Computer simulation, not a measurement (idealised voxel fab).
Process module heading - voxel transistor to metal
Cross-sectional view cut (width: 270 nm; square cell size: 5 nm).
In this document a cross-section is written as a grid of square cells. It is given as a series of bands, listed from the top down, and a band is one or more rows of cells. Within each band entry, the heights of the top and of the bottom of the band appear first, in that order and in nm; the materials of the band then follow from left to right, each with its corresponding width in nm. The designation "all across" on a single material indicates that it fills the band from edge to edge; the designation "empty" indicates empty space. All heights in this document are referenced to 0, defined as the level beneath which the wafer, as received, consists entirely of one material. The lowest band is not bounded below; it extends indefinitely downward and is written in the form "z 0 and below". Width spec "30->40" -> top row of cells at first value, bottom row at second value, equal per-row change in between. A step reported as "nothing changed" is a step in which no cell of the cross-section changed. "Cavities, closed": sealed empty spaces, 8 cells or more, no open way to top, listed width x height at distance, with distance from the left edge and width, height and distance in nm. That trailing text on a step's line, after the settings, is the simulator's own remark on the step. A step's line can hold "overlay nm"; with a mask on that step, the setting says how far right of the planned place the mask lay, while a negative setting says it lay to the left. If you're wondering how to read the rest of this, here's the deal. It's pairs of cross-sections: one from before a process step, one from after it. The after one is only drawn as far down as the lowest band that changed. Right under each pair you'll see which step sits between them and what its settings were. Don't read the pairs as one continuous story, though. They can come from different runs of this module on the same starting wafer, and a pair only carries on from the one above it where its entry headed "Pre-step snapshot" says so.
[Pre-step snapshot]
	z 100 to 65  25 of SiO2 | 15 of empty | 115 of SiO2 | 15 of empty | 100 of SiO2
	z 65 to 60  25 of SiCN | 15 of empty | 115 of SiCN | 15 of empty | 100 of SiCN
	z 60 to 45  25 of lowk | 5 of TiN | 5 of Cu | 5 of TiN | 60 of lowk | 5 of TiN | 5 of Cu | 5 of TiN | 40 of lowk | 5 of TiN | 5 of Cu | 5 of TiN | 60 of lowk | 5 of TiN | 5 of Cu | 5 of TiN | 25 of lowk
	z 45 to 40  25 of SiCN | 15 of TiN | 60 of SiCN | 15 of TiN | 40 of SiCN | 15 of TiN | 60 of SiCN | 15 of TiN | 25 of SiCN
	z 40 to 35  35 of W | 30 of TiN | 10 of W | 30 of TiN | 60 of W | 30 of TiN | 10 of W | 30 of TiN | 35 of W
	z 35 to 30  40 of TiN | 20 of HfO2 | 5 of TiN | 10 of W | 5 of TiN | 20 of HfO2 | 70 of TiN | 20 of HfO2 | 5 of TiN | 10 of W | 5 of TiN | 20 of HfO2 | 40 of TiN
	z 30 to 25  45 of HfO2 | 10 of SiN | 5 of HfO2 | 5 of TiN | 10 of W | 5 of TiN | 5 of HfO2 | 10 of SiN | 80 of HfO2 | 10 of SiN | 5 of HfO2 | 5 of TiN | 10 of W | 5 of TiN | 5 of HfO2 | 10 of SiN | 45 of HfO2
	z 25 to 5  45 of SiO2 | 10 of SiN | 5 of HfO2 | 5 of TiN | 10 of W | 5 of TiN | 5 of HfO2 | 10 of SiN | 80 of SiO2 | 10 of SiN | 5 of HfO2 | 5 of TiN | 10 of W | 5 of TiN | 5 of HfO2 | 10 of SiN | 45 of SiO2
	z 5 to 0  15 of SiO2 | 10 of SiN | 10 of SiO2 | 10 of pSi | 10 of SiN | 5 of HfO2 | 20 of TiN | 5 of HfO2 | 10 of SiN | 10 of pSi | 10 of SiO2 | 10 of SiN | 20 of SiO2 | 10 of SiN | 10 of SiO2 | 10 of pSi | 10 of SiN | 5 of HfO2 | 20 of TiN | 5 of HfO2 | 10 of SiN | 10 of pSi | 10 of SiO2 | 10 of SiN | 15 of SiO2
	z 0 to -5  35 of SiO2 | 10 of pSi | 5 of SiO2 | 40 of HfO2 | 5 of SiO2 | 10 of pSi | 60 of SiO2 | 10 of pSi | 5 of SiO2 | 40 of HfO2 | 5 of SiO2 | 10 of pSi | 35 of SiO2
	z -5 to -15  25 of SiO2 | 20 of pSi | 50 of Si | 20 of pSi | 40 of SiO2 | 20 of pSi | 50 of Si | 20 of pSi | 25 of SiO2
	z -15 to -30  25 of SiO2 | 90 of Si | 40 of SiO2 | 90 of Si | 25 of SiO2
	z -30 and below  Si all across
	Cavities, closed: none
[Sectional View, Post-Process]
	z 105 to 100  30 of TiN | 5 of empty | 125 of TiN | 5 of empty | 105 of TiN
	z 100 to 65  25 of SiO2 | 5 of TiN | 5 of empty | 5 of TiN | 115 of SiO2 | 5 of TiN | 5 of empty | 5 of TiN | 100 of SiO2
	z 65 to 60  25 of SiCN | 15 of TiN | 115 of SiCN | 15 of TiN | 100 of SiCN
	Below 60 it's all the same as before, nothing changed down there.
	Cavities, closed: none
Which step turns the before cross-section above into the after cross-section? CONFORMAL_DEP (material TiN; thk nm 5)
Pre-step snapshot: as shown after the step in the preceding pair, directly above.
[Sectional View, Post-Process]
	z 110 to 105  Ru all across
	z 105 to 100  30 of TiN | 5 of Ru | 125 of TiN | 5 of Ru | 105 of TiN
	z 100 to 65  25 of SiO2 | 5 of TiN | 5 of Ru | 5 of TiN | 115 of SiO2 | 5 of TiN | 5 of Ru | 5 of TiN | 100 of SiO2
	Below 65 it's all the same as before, nothing changed down there.
	Cavities, closed: none
Which step turns the before cross-section above into the after cross-section? FILL_DEP (material Ru; thk nm 5)
Pre-step snapshot: as shown after the step in the preceding pair, directly above.
[Sectional View, Post-Process]
	z 100 to 65  25 of SiO2 | 5 of TiN | 5 of Ru | 5 of TiN | 115 of SiO2 | 5 of TiN | 5 of Ru | 5 of TiN | 100 of SiO2
	Below 65 it's all the same as before, nothing changed down there.
	Cavities, closed: none
Which step turns the before cross-section above into the after cross-section? CMP (height nm 100)
Pre-step snapshot: as shown after the step in the preceding pair, directly above.
[Sectional View, Post-Process]
	z 105 to 100  SiN all across
	Below 100 it's all the same as before, nothing changed down there.
	Cavities, closed: none
Which step turns the before cross-section above into the after cross-section? CONFORMAL_DEP (material SiN; thk nm 5)
[Pre-step snapshot]
	z 40 to 25  SiO2 all across
	z 25 to 5  45 of SiO2 | 10 of SiN | 5 of HfO2 | 5 of TiN | 10 of W | 5 of TiN | 5 of HfO2 | 10 of SiN | 80 of SiO2 | 10 of SiN | 5 of HfO2 | 5 of TiN | 10 of W | 5 of TiN | 5 of HfO2 | 10 of SiN | 45 of SiO2
	z 5 to 0  15 of SiO2 | 10 of SiN | 10 of SiO2 | 10 of pSi | 10 of SiN | 5 of HfO2 | 20 of TiN | 5 of HfO2 | 10 of SiN | 10 of pSi | 10 of SiO2 | 10 of SiN | 20 of SiO2 | 10 of SiN | 10 of SiO2 | 10 of pSi | 10 of SiN | 5 of HfO2 | 20 of TiN | 5 of HfO2 | 10 of SiN | 10 of pSi | 10 of SiO2 | 10 of SiN | 15 of SiO2
	z 0 to -5  35 of SiO2 | 10 of pSi | 5 of SiO2 | 40 of HfO2 | 5 of SiO2 | 10 of pSi | 60 of SiO2 | 10 of pSi | 5 of SiO2 | 40 of HfO2 | 5 of SiO2 | 10 of pSi | 35 of SiO2
	z -5 to -15  25 of SiO2 | 20 of pSi | 50 of Si | 20 of pSi | 40 of SiO2 | 20 of pSi | 50 of Si | 20 of pSi | 25 of SiO2
	z -15 to -30  25 of SiO2 | 90 of Si | 40 of SiO2 | 90 of Si | 25 of SiO2
	z -30 and below  Si all across
	Cavities, closed: none
[Sectional View, Post-Process]
	z 55 to 25  SiO2 all across
	Below 25 it's all the same as before, nothing changed down there.
	Cavities, closed: none
Which step turns the before cross-section above into the after cross-section? DIRECTIONAL_DEP (material SiO2; thk nm 15)
Pre-step snapshot: as shown after the step in the preceding pair, directly above.
[Sectional View, Post-Process]
	z 75 to 55  25 of resist | 15 of empty | 60 of resist | 15 of empty | 40 of resist | 15 of empty | 60 of resist | 15 of empty | 25 of resist
	Below 55 it's all the same as before, nothing changed down there.
	Cavities, closed: none
Which step turns the before cross-section above into the after cross-section? PATTERN (tone open; mask id CONTACT; material resist; width nm 15; thk nm 20; overlay nm 0)
Pre-step snapshot: as shown after the step in the preceding pair, directly above.
[Sectional View, Post-Process]
	z 75 to 55  25 of resist | 15 of empty | 60 of resist | 15 of empty | 40 of resist | 15 of empty | 60 of resist | 15 of empty | 25 of resist
	z 55 to 25  25 of SiO2 | 15 of empty | 60 of SiO2 | 15 of empty | 40 of SiO2 | 15 of empty | 60 of SiO2 | 15 of empty | 25 of SiO2
	z 25 to 10  25 of SiO2 | 15 of empty | 5 of SiO2 | 10 of SiN | 5 of HfO2 | 5 of TiN | 10 of W | 5 of TiN | 5 of HfO2 | 10 of SiN | 5 of SiO2 | 15 of empty | 40 of SiO2 | 15 of empty | 5 of SiO2 | 10 of SiN | 5 of HfO2 | 5 of TiN | 10 of W | 5 of TiN | 5 of HfO2 | 10 of SiN | 5 of SiO2 | 15 of empty | 25 of SiO2
	Below 10 it's all the same as before, nothing changed down there.
	Cavities, closed: none
Which step turns the before cross-section above into the after cross-section? DIRECTIONAL_ETCH (etch materials SiO2; depth nm 45)
Pre-step snapshot: as shown after the step in the preceding pair, directly above.
[Sectional View, Post-Process]
	z 55 to 25  25 of SiO2 | 15 of empty | 60 of SiO2 | 15 of empty | 40 of SiO2 | 15 of empty | 60 of SiO2 | 15 of empty | 25 of SiO2
	Below 25 it's all the same as before, nothing changed down there.
	Cavities, closed: none
Which step turns the before cross-section above into the after cross-section? STRIP (etch materials resist)
Pre-step snapshot: as shown after the step in the preceding pair, directly above.
[Sectional View, Post-Process]
	z 60 to 55  30 of TiN | 5 of empty | 70 of TiN | 5 of empty | 50 of TiN | 5 of empty | 70 of TiN | 5 of empty | 30 of TiN
	z 55 to 25  25 of SiO2 | 5 of TiN | 5 of empty | 5 of TiN | 60 of SiO2 | 5 of TiN | 5 of empty | 5 of TiN | 40 of SiO2 | 5 of TiN | 5 of empty | 5 of TiN | 60 of SiO2 | 5 of TiN | 5 of empty | 5 of TiN | 25 of SiO2
	z 25 to 15  25 of SiO2 | 5 of TiN | 5 of empty | 5 of TiN | 5 of SiO2 | 10 of SiN | 5 of HfO2 | 5 of TiN | 10 of W | 5 of TiN | 5 of HfO2 | 10 of SiN | 5 of SiO2 | 5 of TiN | 5 of empty | 5 of TiN | 40 of SiO2 | 5 of TiN | 5 of empty | 5 of TiN | 5 of SiO2 | 10 of SiN | 5 of HfO2 | 5 of TiN | 10 of W | 5 of TiN | 5 of HfO2 | 10 of SiN | 5 of SiO2 | 5 of TiN | 5 of empty | 5 of TiN | 25 of SiO2
	z 15 to 10  25 of SiO2 | 15 of TiN | 5 of SiO2 | 10 of SiN | 5 of HfO2 | 5 of TiN | 10 of W | 5 of TiN | 5 of HfO2 | 10 of SiN | 5 of SiO2 | 15 of TiN | 40 of SiO2 | 15 of TiN | 5 of SiO2 | 10 of SiN | 5 of HfO2 | 5 of TiN | 10 of W | 5 of TiN | 5 of HfO2 | 10 of SiN | 5 of SiO2 | 15 of TiN | 25 of SiO2
	Below 10 it's all the same as before, nothing changed down there.
	Cavities, closed: none
Which step turns the before cross-section above into the after cross-section? CONFORMAL_DEP (material TiN; thk nm 5)
Pre-step snapshot: as shown after the step in the preceding pair, directly above.
[Sectional View, Post-Process]
	z 65 to 60  Ru all across
	z 60 to 55  30 of TiN | 5 of Ru | 70 of TiN | 5 of Ru | 50 of TiN | 5 of Ru | 70 of TiN | 5 of Ru | 30 of TiN
	z 55 to 25  25 of SiO2 | 5 of TiN | 5 of Ru | 5 of TiN | 60 of SiO2 | 5 of TiN | 5 of Ru | 5 of TiN | 40 of SiO2 | 5 of TiN | 5 of Ru | 5 of TiN | 60 of SiO2 | 5 of TiN | 5 of Ru | 5 of TiN | 25 of SiO2
	z 25 to 15  25 of SiO2 | 5 of TiN | 5 of Ru | 5 of TiN | 5 of SiO2 | 10 of SiN | 5 of HfO2 | 5 of TiN | 10 of W | 5 of TiN | 5 of HfO2 | 10 of SiN | 5 of SiO2 | 5 of TiN | 5 of Ru | 5 of TiN | 40 of SiO2 | 5 of TiN | 5 of Ru | 5 of TiN | 5 of SiO2 | 10 of SiN | 5 of HfO2 | 5 of TiN | 10 of W | 5 of TiN | 5 of HfO2 | 10 of SiN | 5 of SiO2 | 5 of TiN | 5 of Ru | 5 of TiN | 25 of SiO2
	Below 15 it's all the same as before, nothing changed down there.
	Cavities, closed: none
Which step turns the before cross-section above into the after cross-section? FILL_DEP (material Ru; thk nm 5)
Pre-step snapshot: as shown after the step in the preceding pair, directly above.
[Sectional View, Post-Process]
	z 40 to 25  25 of SiO2 | 5 of TiN | 5 of Ru | 5 of TiN | 60 of SiO2 | 5 of TiN | 5 of Ru | 5 of TiN | 40 of SiO2 | 5 of TiN | 5 of Ru | 5 of TiN | 60 of SiO2 | 5 of TiN | 5 of Ru | 5 of TiN | 25 of SiO2
	Below 25 it's all the same as before, nothing changed down there.
	Cavities, closed: none
Which step turns the before cross-section above into the after cross-section? CMP (height nm 40)
Pre-step snapshot: as shown after the step in the preceding pair, directly above.
[Sectional View, Post-Process]
	z 45 to 40  SiCN all across
	Below 40 it's all the same as before, nothing changed down there.
	Cavities, closed: none
Which step turns the before cross-section above into the after cross-section? CONFORMAL_DEP (material SiCN; thk nm 5)
Pre-step snapshot: as shown after the step in the preceding pair, directly above.
[Sectional View, Post-Process]
	z 60 to 45  lowk all across
	Below 45 it's all the same as before, nothing changed down there.
	Cavities, closed: none
Which step turns the before cross-section above into the after cross-section? DIRECTIONAL_DEP (material lowk; thk nm 15)
Pre-step snapshot: as shown after the step in the preceding pair, directly above.
[Sectional View, Post-Process]
	z 60 to 45  25 of lowk | 15 of empty | 60 of lowk | 15 of empty | 40 of lowk | 15 of empty | 60 of lowk | 15 of empty | 25 of lowk
	Below 45 it's all the same as before, nothing changed down there.
	Cavities, closed: none
Which step turns the before cross-section above into the after cross-section? MASKED_ETCH (tone open; mask id METAL_1; width nm 15; etch materials lowk; depth nm 15; overlay nm 0)
Pre-step snapshot: as shown after the step in the preceding pair, directly above.
[Sectional View, Post-Process]
	z 60 to 45  25 of lowk | 15 of empty | 60 of lowk | 15 of empty | 40 of lowk | 15 of empty | 60 of lowk | 15 of empty | 25 of lowk
	z 45 to 40  25 of SiCN | 15 of empty | 60 of SiCN | 15 of empty | 40 of SiCN | 15 of empty | 60 of SiCN | 15 of empty | 25 of SiCN
	Below 40 it's all the same as before, nothing changed down there.
	Cavities, closed: none
Which step turns the before cross-section above into the after cross-section? MASKED_ETCH (tone open; mask id METAL_1; width nm 15; etch materials SiCN; depth nm 5; overlay nm 0)
Pre-step snapshot: as shown after the step in the preceding pair, directly above.
[Sectional View, Post-Process]
	z 65 to 60  30 of TiN | 5 of empty | 70 of TiN | 5 of empty | 50 of TiN | 5 of empty | 70 of TiN | 5 of empty | 30 of TiN
	z 60 to 45  25 of lowk | 5 of TiN | 5 of empty | 5 of TiN | 60 of lowk | 5 of TiN | 5 of empty | 5 of TiN | 40 of lowk | 5 of TiN | 5 of empty | 5 of TiN | 60 of lowk | 5 of TiN | 5 of empty | 5 of TiN | 25 of lowk
	z 45 to 40  25 of SiCN | 15 of TiN | 60 of SiCN | 15 of TiN | 40 of SiCN | 15 of TiN | 60 of SiCN | 15 of TiN | 25 of SiCN
	Below 40 it's all the same as before, nothing changed down there.
	Cavities, closed: none
Which step turns the before cross-section above into the after cross-section? CONFORMAL_DEP (material TiN; thk nm 5)
Pre-step snapshot: as shown after the step in the preceding pair, directly above.
[Sectional View, Post-Process]
	z 70 to 65  Cu all across
	z 65 to 60  30 of TiN | 5 of Cu | 70 of TiN | 5 of Cu | 50 of TiN | 5 of Cu | 70 of TiN | 5 of Cu | 30 of TiN
	z 60 to 45  25 of lowk | 5 of TiN | 5 of Cu | 5 of TiN | 60 of lowk | 5 of TiN | 5 of Cu | 5 of TiN | 40 of lowk | 5 of TiN | 5 of Cu | 5 of TiN | 60 of lowk | 5 of TiN | 5 of Cu | 5 of TiN | 25 of lowk
	Below 45 it's all the same as before, nothing changed down there.
	Cavities, closed: none
Which step turns the before cross-section above into the after cross-section? FILL_DEP (material Cu; thk nm 5)
Pre-step snapshot: as shown after the step in the preceding pair, directly above.
[Sectional View, Post-Process]
	z 60 to 45  25 of lowk | 5 of TiN | 5 of Cu | 5 of TiN | 60 of lowk | 5 of TiN | 5 of Cu | 5 of TiN | 40 of lowk | 5 of TiN | 5 of Cu | 5 of TiN | 60 of lowk | 5 of TiN | 5 of Cu | 5 of TiN | 25 of lowk
	Below 45 it's all the same as before, nothing changed down there.
	Cavities, closed: none
Which step turns the before cross-section above into the after cross-section? CMP (height nm 60)
Pre-step snapshot: as shown after the step in the preceding pair, directly above.
[Sectional View, Post-Process]
	z 65 to 60  SiCN all across
	Below 60 it's all the same as before, nothing changed down there.
	Cavities, closed: none
Which step turns the before cross-section above into the after cross-section? CONFORMAL_DEP (material SiCN; thk nm 5)
Pre-step snapshot: as shown after the step in the preceding pair, directly above.
[Sectional View, Post-Process]
	z 100 to 65  SiO2 all across
	Below 65 it's all the same as before, nothing changed down there.
	Cavities, closed: none
Which step turns the before cross-section above into the after cross-section? DIRECTIONAL_DEP (material SiO2; thk nm 35)
Pre-step snapshot: as shown after the step in the preceding pair, directly above.
[Sectional View, Post-Process]
	z 115 to 100  25 of resist | 15 of empty | 115 of resist | 15 of empty | 100 of resist
	Below 100 it's all the same as before, nothing changed down there.
	Cavities, closed: none
Which step turns the before cross-section above into the after cross-section? PATTERN (tone open; mask id METAL_2; material resist; width nm 15; pitch nm 130; thk nm 15; overlay nm 0)
Pre-step snapshot: as shown after the step in the preceding pair, directly above.
[Sectional View, Post-Process]
	z 115 to 100  25 of resist | 15 of empty | 115 of resist | 15 of empty | 100 of resist
	z 100 to 80  25 of SiO2 | 15 of empty | 115 of SiO2 | 15 of empty | 100 of SiO2
	Below 80 it's all the same as before, nothing changed down there.
	Cavities, closed: none
Which step turns the before cross-section above into the after cross-section? DIRECTIONAL_ETCH (etch materials SiO2; depth nm 20)
Pre-step snapshot: as shown after the step in the preceding pair, directly above.
[Sectional View, Post-Process]
	z 100 to 80  25 of SiO2 | 15 of empty | 115 of SiO2 | 15 of empty | 100 of SiO2
	Below 80 it's all the same as before, nothing changed down there.
	Cavities, closed: none
Which step turns the before cross-section above into the after cross-section? STRIP (etch materials resist)
Pre-step snapshot: as shown after the step in the preceding pair, directly above.
[Sectional View, Post-Process]
	z 110 to 100  25 of aC | 15 of empty | 115 of aC | 15 of empty | 100 of aC
	z 100 to 90  25 of SiO2 | 15 of empty | 115 of SiO2 | 15 of empty | 100 of SiO2
	z 90 to 80  25 of SiO2 | 15 of aC | 115 of SiO2 | 15 of aC | 100 of SiO2
	Below 80 it's all the same as before, nothing changed down there.
	Cavities, closed: none
Which step turns the before cross-section above into the after cross-section? DIRECTIONAL_DEP (material aC; thk nm 10)
Pre-step snapshot: as shown after the step in the preceding pair, directly above.
[Sectional View, Post-Process]
	z 140 to 110  25 of resist | 15 of empty | 115 of resist | 15 of empty | 100 of resist
	Below 110 it's all the same as before, nothing changed down there.
	Cavities, closed: none
Which step turns the before cross-section above into the after cross-section? PATTERN (tone open; mask id METAL_2_HOLES; material resist; width nm 15; pitch nm 130; thk nm 30; overlay nm 0)
Pre-step snapshot: as shown after the step in the preceding pair, directly above.
[Sectional View, Post-Process]
	z 130 to 110  25 of resist | 15 of empty | 115 of resist | 15 of empty | 100 of resist
	z 110 to 100  25 of aC | 15 of empty | 115 of aC | 15 of empty | 100 of aC
	z 100 to 80  25 of SiO2 | 15 of empty | 115 of SiO2 | 15 of empty | 100 of SiO2
	Below 80 it's all the same as before, nothing changed down there.
	Cavities, closed: none
Which step turns the before cross-section above into the after cross-section? DIRECTIONAL_ETCH (etch materials aC; depth nm 10)
Pre-step snapshot: as shown after the step in the preceding pair, directly above.
[Sectional View, Post-Process]
	z 110 to 100  25 of aC | 15 of empty | 115 of aC | 15 of empty | 100 of aC
	Below 100 it's all the same as before, nothing changed down there.
	Cavities, closed: none
Which step turns the before cross-section above into the after cross-section? STRIP (etch materials resist)
Pre-step snapshot: as shown after the step in the preceding pair, directly above.
[Sectional View, Post-Process]
	z 110 to 100  25 of aC | 15 of empty | 115 of aC | 15 of empty | 100 of aC
	z 100 to 65  25 of SiO2 | 15 of empty | 115 of SiO2 | 15 of empty | 100 of SiO2
	Below 65 it's all the same as before, nothing changed down there.
	Cavities, closed: none
Which step turns the before cross-section above into the after cross-section? DIRECTIONAL_ETCH (etch materials SiO2; depth nm 15)
Pre-step snapshot: as shown after the step in the preceding pair, directly above.
[Sectional View, Post-Process]
	z 110 to 100  25 of aC | 15 of empty | 115 of aC | 15 of empty | 100 of aC
	z 100 to 65  25 of SiO2 | 15 of empty | 115 of SiO2 | 15 of empty | 100 of SiO2
	z 65 to 60  25 of SiCN | 15 of empty | 115 of SiCN | 15 of empty | 100 of SiCN
	Below 60 it's all the same as before, nothing changed down there.
	Cavities, closed: none
Which step turns the before cross-section above into the after cross-section? DIRECTIONAL_ETCH (etch materials SiCN; depth nm 5)
Pre-step snapshot: as shown after the step in the preceding pair, directly above.
[Sectional View, Post-Process]
	z 100 to 65  25 of SiO2 | 15 of empty | 115 of SiO2 | 15 of empty | 100 of SiO2
	Below 65 it's all the same as before, nothing changed down there.
	Cavities, closed: none
Which step turns the before cross-section above into the after cross-section? STRIP (etch materials aC)
Pre-step snapshot: as shown after the step in the preceding pair, directly above.
[Sectional View, Post-Process]
	z 105 to 100  30 of TiN | 5 of empty | 125 of TiN | 5 of empty | 105 of TiN
	z 100 to 65  25 of SiO2 | 5 of TiN | 5 of empty | 5 of TiN | 115 of SiO2 | 5 of TiN | 5 of empty | 5 of TiN | 100 of SiO2
	z 65 to 60  25 of SiCN | 15 of TiN | 115 of SiCN | 15 of TiN | 100 of SiCN
	Below 60 it's all the same as before, nothing changed down there.
	Cavities, closed: none
Which step turns the before cross-section above into the after cross-section? CONFORMAL_DEP (material TiN; thk nm 5)
Pre-step snapshot: as shown after the step in the preceding pair, directly above.
[Sectional View, Post-Process]
	z 110 to 105  Ru all across
	z 105 to 100  30 of TiN | 5 of Ru | 125 of TiN | 5 of Ru | 105 of TiN
	z 100 to 65  25 of SiO2 | 5 of TiN | 5 of Ru | 5 of TiN | 115 of SiO2 | 5 of TiN | 5 of Ru | 5 of TiN | 100 of SiO2
	Below 65 it's all the same as before, nothing changed down there.
	Cavities, closed: none
Which step turns the before cross-section above into the after cross-section? FILL_DEP (material Ru; thk nm 5)
Pre-step snapshot: as shown after the step in the preceding pair, directly above.
[Sectional View, Post-Process]
	z 100 to 65  25 of SiO2 | 5 of TiN | 5 of Ru | 5 of TiN | 115 of SiO2 | 5 of TiN | 5 of Ru | 5 of TiN | 100 of SiO2
	Below 65 it's all the same as before, nothing changed down there.
	Cavities, closed: none
Which step turns the before cross-section above into the after cross-section? CMP (height nm 100)
Pre-step snapshot: as shown after the step in the preceding pair, directly above.
[Sectional View, Post-Process]
	z 105 to 100  SiN all across
	Below 100 it's all the same as before, nothing changed down there.
	Cavities, closed: none
Which step turns the before cross-section above into the after cross-section? CONFORMAL_DEP (material SiN; thk nm 5)
[Pre-step snapshot]
	z 30 to 25  45 of empty | 10 of SiN | 30 of empty | 10 of SiN | 80 of empty | 10 of SiN | 30 of empty | 10 of SiN | 45 of empty
	z 25 to 5  45 of SiO2 | 10 of SiN | 30 of empty | 10 of SiN | 80 of SiO2 | 10 of SiN | 30 of empty | 10 of SiN | 45 of SiO2
	z 5 to 0  15 of SiO2 | 10 of SiN | 10 of SiO2 | 10 of pSi | 10 of SiN | 30 of empty | 10 of SiN | 10 of pSi | 10 of SiO2 | 10 of SiN | 20 of SiO2 | 10 of SiN | 10 of SiO2 | 10 of pSi | 10 of SiN | 30 of empty | 10 of SiN | 10 of pSi | 10 of SiO2 | 10 of SiN | 15 of SiO2
	z 0 to -5  35 of SiO2 | 10 of pSi | 5 of SiO2 | 40 of empty | 5 of SiO2 | 10 of pSi | 60 of SiO2 | 10 of pSi | 5 of SiO2 | 40 of empty | 5 of SiO2 | 10 of pSi | 35 of SiO2
	z -5 to -15  25 of SiO2 | 20 of pSi | 50 of Si | 20 of pSi | 40 of SiO2 | 20 of pSi | 50 of Si | 20 of pSi | 25 of SiO2
	z -15 to -30  25 of SiO2 | 90 of Si | 40 of SiO2 | 90 of Si | 25 of SiO2
	z -30 and below  Si all across
	Cavities, closed: none
[Sectional View, Post-Process]
	z 35 to 30  40 of empty | 20 of TiN | 20 of empty | 20 of TiN | 70 of empty | 20 of TiN | 20 of empty | 20 of TiN | 40 of empty
	z 30 to 25  45 of TiN | 10 of SiN | 5 of TiN | 20 of empty | 5 of TiN | 10 of SiN | 80 of TiN | 10 of SiN | 5 of TiN | 20 of empty | 5 of TiN | 10 of SiN | 45 of TiN
	z 25 to 5  45 of SiO2 | 10 of SiN | 5 of TiN | 20 of empty | 5 of TiN | 10 of SiN | 80 of SiO2 | 10 of SiN | 5 of TiN | 20 of empty | 5 of TiN | 10 of SiN | 45 of SiO2
	z 5 to 0  15 of SiO2 | 10 of SiN | 10 of SiO2 | 10 of pSi | 10 of SiN | 5 of TiN | 20 of empty | 5 of TiN | 10 of SiN | 10 of pSi | 10 of SiO2 | 10 of SiN | 20 of SiO2 | 10 of SiN | 10 of SiO2 | 10 of pSi | 10 of SiN | 5 of TiN | 20 of empty | 5 of TiN | 10 of SiN | 10 of pSi | 10 of SiO2 | 10 of SiN | 15 of SiO2
	z 0 to -5  35 of SiO2 | 10 of pSi | 5 of SiO2 | 40 of TiN | 5 of SiO2 | 10 of pSi | 60 of SiO2 | 10 of pSi | 5 of SiO2 | 40 of TiN | 5 of SiO2 | 10 of pSi | 35 of SiO2
	Below -5 it's all the same as before, nothing changed down there.
	Cavities, closed: none
Which step turns the before cross-section above into the after cross-section? CONFORMAL_DEP (material TiN; thk nm 5)
Pre-step snapshot: as shown after the step in the preceding pair, directly above.
[Sectional View, Post-Process]
	z 40 to 35  35 of empty | 30 of HfO2 | 10 of empty | 30 of HfO2 | 60 of empty | 30 of HfO2 | 10 of empty | 30 of HfO2 | 35 of empty
	z 35 to 30  40 of HfO2 | 20 of TiN | 5 of HfO2 | 10 of empty | 5 of HfO2 | 20 of TiN | 70 of HfO2 | 20 of TiN | 5 of HfO2 | 10 of empty | 5 of HfO2 | 20 of TiN | 40 of HfO2
	z 30 to 25  45 of TiN | 10 of SiN | 5 of TiN | 5 of HfO2 | 10 of empty | 5 of HfO2 | 5 of TiN | 10 of SiN | 80 of TiN | 10 of SiN | 5 of TiN | 5 of HfO2 | 10 of empty | 5 of HfO2 | 5 of TiN | 10 of SiN | 45 of TiN
	z 25 to 5  45 of SiO2 | 10 of SiN | 5 of TiN | 5 of HfO2 | 10 of empty | 5 of HfO2 | 5 of TiN | 10 of SiN | 80 of SiO2 | 10 of SiN | 5 of TiN | 5 of HfO2 | 10 of empty | 5 of HfO2 | 5 of TiN | 10 of SiN | 45 of SiO2
	z 5 to 0  15 of SiO2 | 10 of SiN | 10 of SiO2 | 10 of pSi | 10 of SiN | 5 of TiN | 20 of HfO2 | 5 of TiN | 10 of SiN | 10 of pSi | 10 of SiO2 | 10 of SiN | 20 of SiO2 | 10 of SiN | 10 of SiO2 | 10 of pSi | 10 of SiN | 5 of TiN | 20 of HfO2 | 5 of TiN | 10 of SiN | 10 of pSi | 10 of SiO2 | 10 of SiN | 15 of SiO2
	Below 0 it's all the same as before, nothing changed down there.
	Cavities, closed: none
Which step turns the before cross-section above into the after cross-section? CONFORMAL_DEP (material HfO2; thk nm 5)
Pre-step snapshot: as shown after the step in the preceding pair, directly above.
[Sectional View, Post-Process]
	z 45 to 40  W all across
	z 40 to 35  35 of W | 30 of HfO2 | 10 of W | 30 of HfO2 | 60 of W | 30 of HfO2 | 10 of W | 30 of HfO2 | 35 of W
	z 35 to 30  40 of HfO2 | 20 of TiN | 5 of HfO2 | 10 of W | 5 of HfO2 | 20 of TiN | 70 of HfO2 | 20 of TiN | 5 of HfO2 | 10 of W | 5 of HfO2 | 20 of TiN | 40 of HfO2
	z 30 to 25  45 of TiN | 10 of SiN | 5 of TiN | 5 of HfO2 | 10 of W | 5 of HfO2 | 5 of TiN | 10 of SiN | 80 of TiN | 10 of SiN | 5 of TiN | 5 of HfO2 | 10 of W | 5 of HfO2 | 5 of TiN | 10 of SiN | 45 of TiN
	z 25 to 5  45 of SiO2 | 10 of SiN | 5 of TiN | 5 of HfO2 | 10 of W | 5 of HfO2 | 5 of TiN | 10 of SiN | 80 of SiO2 | 10 of SiN | 5 of TiN | 5 of HfO2 | 10 of W | 5 of HfO2 | 5 of TiN | 10 of SiN | 45 of SiO2
	Below 5 it's all the same as before, nothing changed down there.
	Cavities, closed: none
Which step turns the before cross-section above into the after cross-section? FILL_DEP (material W; thk nm 5)
Pre-step snapshot: as shown after the step in the preceding pair, directly above.
[Sectional View, Post-Process]
	z 25 to 5  45 of SiO2 | 10 of SiN | 5 of TiN | 5 of HfO2 | 10 of W | 5 of HfO2 | 5 of TiN | 10 of SiN | 80 of SiO2 | 10 of SiN | 5 of TiN | 5 of HfO2 | 10 of W | 5 of HfO2 | 5 of TiN | 10 of SiN | 45 of SiO2
	Below 5 it's all the same as before, nothing changed down there.
	Cavities, closed: none
Which step turns the before cross-section above into the after cross-section? CMP (height nm 25)
Pre-step snapshot: as shown after the step in the preceding pair, directly above.
[Sectional View, Post-Process]
	z 40 to 25  SiO2 all across
	Below 25 it's all the same as before, nothing changed down there.
	Cavities, closed: none
Which step turns the before cross-section above into the after cross-section? DIRECTIONAL_DEP (material SiO2; thk nm 15)
Pre-step snapshot: as shown after the step in the preceding pair, directly above.
[Sectional View, Post-Process]
	z 60 to 40  25 of resist | 15 of empty | 60 of resist | 15 of empty | 40 of resist | 15 of empty | 60 of resist | 15 of empty | 25 of resist
	Below 40 it's all the same as before, nothing changed down there.
	Cavities, closed: none
Which step turns the before cross-section above into the after cross-section? PATTERN (tone open; mask id CONTACT; material resist; width nm 15; thk nm 20; overlay nm 0)
